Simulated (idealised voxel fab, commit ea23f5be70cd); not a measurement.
The name of this process module is voxel trench capacitor.
It is cross-section cut that appears here, measuring 150 nm in width, its square cells being 5 nm in size.
Cross-sections here: square-cell grids, written as top-down lists of bands, a band being one or more rows of cells. It is stipulated that each band's entry specify, in nanometres, the height of the top of the band and then that of its bottom, followed by the materials of the band in left-to-right sequence, each together with its width in nanometres. A single material marked by the word "everywhere" is understood to fill the band from edge to edge; the word "empty" is understood to denote empty space. Height is counted from the level 0, under which the received wafer is composed throughout of one material. The lowest of the bands is not closed at the bottom but continues downward, in the notation "0 nm and below". Note: "30 to 40" means the width goes from the first number (top row of the band) to the second number (bottom row) in equal steps per row of cells. Any step labelled "no alteration" changed none of the cells in the cross-section. You'll see "Closed void entries" listing empty spaces that have no way open to the top, as long as they're 8 cells or more; the notation is width x height at distance, where the distance is from the left edge, and all of it is in nm. Read whatever lies past the settings on a step's line as the simulator's own remark about the step. If you see "overlay nm" on a step's line and that step has a mask, it's telling you how far right of where it was planned the mask ended up; a negative number means it went left instead.

Below is the list of planned process steps:
| 1 | RECEIVE: material Si |
| 2 | CONFORMAL_DEP: material SiN, thk nm 5 |
| 3 | PATTERN: tone open, mask id TRENCH, material resist, width nm 20, pitch nm 40, thk nm 15, overlay nm 0 |
| 4 | DIRECTIONAL_ETCH: etch materials SiN, depth nm 5 |
| 5 | DIRECTIONAL_ETCH: etch materials Si, depth nm 35 |
| 6 | STRIP: etch materials resist |
| 7 | CONFORMAL_DEP: material SiO2, thk nm 5 |
| 8 | FILL_DEP: material polySi, thk nm 5 |
| 9 | CMP: height nm 5 |

Received-state cross-section, reflecting completion of step 1:
- 0 nm and below = Si everywhere
- Closed void entries: none

End-of-module cross-section of the first of two wafers, processed as planned:
- 5 nm to 0 nm = SiN (25); SiO2 (5); polySi (10); SiO2 (5); SiN (20); SiO2 (5); polySi (10); SiO2 (5); SiN (20); SiO2 (5); polySi (10); SiO2 (5); SiN (25)
- 0 nm to -30 nm = Si (25); SiO2 (5); polySi (10); SiO2 (5); Si (20); SiO2 (5); polySi (10); SiO2 (5); Si (20); SiO2 (5); polySi (10); SiO2 (5); Si (25)
- -30 nm to -35 nm = Si (25); SiO2 (20); Si (20); SiO2 (20); Si (20); SiO2 (20); Si (25)
- -35 nm and below = Si everywhere
- Closed void entries: none

Cross-sectional image of the second wafer of the two following completion of the module. Starting state and process plan were the same as for the first wafer; one execution error occurred:
- 5 nm to 0 nm = SiN (30); polySi (10); SiN (30); polySi (10); SiN (30); polySi (10); SiN (30)
- 0 nm to -30 nm = Si (25); SiN (5); polySi (10); SiN (5); Si (20); SiN (5); polySi (10); SiN (5); Si (20); SiN (5); polySi (10); SiN (5); Si (25)
- -30 nm to -35 nm = Si (25); SiN (20); Si (20); SiN (20); Si (20); SiN (20); Si (25)
- -35 nm and below = Si everywhere
- Closed void entries: none
What went wrong in running the wafer? step 7 was run on a setting that differed from the plan, and what really ran there is CONFORMAL_DEP: material SiN, thk nm 5
Per the end-of-run cell counts, the second wafer holds more or fewer of some materials than the first: SiN: 54 more | SiO2: 54 fewer
